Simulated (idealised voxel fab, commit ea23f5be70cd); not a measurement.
Documented hereafter: the process module known as voxel ribs on slabs.
Each square cell in cross-section cut measures 5 nm, and the section as a whole is 185 nm wide.
We lay out every cross-section as a grid of square cells and spell it out in bands from the top down, where one band means one or more rows of cells.
For a band, the entry starts with two heights in nm, that of the top and then that of the bottom, and carries on with the band's materials in order from left to right, each alongside its width in nm; the word "all across" beside a single material means it fills the band edge to edge, and "air" means empty space.
Heights are measured from 0, the level below which the as-received wafer is all one material; the lowest band has no bottom and continues downward, written as in "0 down".
Think of "30->40" as a width that walks from the first number to the second as you go down the band, top row to bottom row, taking equal-sized steps from row to row.
"all unchanged" (step): cross-section cells unchanged, all of them.
"Completely enclosed voids": empty spaces of 8 cells or more with no open way to the top, each given as width x height at distance, distance from the left edge, all in nm.
Read whatever lies past the settings on a step's line as the simulator's own remark about the step.
When a step includes a mask, the "overlay nm" setting on its line states how far to the right of its planned place that mask lay, and negative values state how far to the left.

### Steps planned for the process
1) RECEIVE,material Si
2) DIRECTIONAL_DEP,material SiO2,thk nm 25
3) DIRECTIONAL_DEP,material SiN,thk nm 20
4) MASKED_ETCH,tone cover,mask id RIB,width nm 25,etch materials SiN,depth nm 10,overlay nm 0
5) MASKED_ETCH,tone cover,mask id SLAB,width nm 75,etch materials SiN,depth nm 10,overlay nm 0
6) FILL_DEP,material SiO2,thk nm 25
7) CMP,height nm 60
8) DIRECTIONAL_DEP,material TiN,thk nm 10
9) MASKED_ETCH,tone cover,mask id HEATER,width nm 35,etch materials TiN,depth nm 10,overlay nm 0
10) CONFORMAL_DEP,material SiO2,thk nm 5

### Wafer at receipt (post step 1), cross-section
    0 down | Si all across
    Completely enclosed voids: none

### Cross-sectional result after module completion. Note: starting condition and plan are unchanged from above; one processing mistake was made
    75 to 65 | air (70) | TiN (45) | air (70)
    65 to 60 | TiN all across
    60 to 45 | SiO2 all across
    45 to 35 | SiO2 (80) | SiN (25) | SiO2 (80)
    35 to 25 | SiO2 (55) | SiN (75) | SiO2 (55)
    25 to 0 | SiO2 all across
    0 down | Si all across
    Completely enclosed voids: none
Which mistake was made when the wafer was run? for step 10, the planned setting was not used; the step was instead run as CONFORMAL_DEP,material TiN,thk nm 5
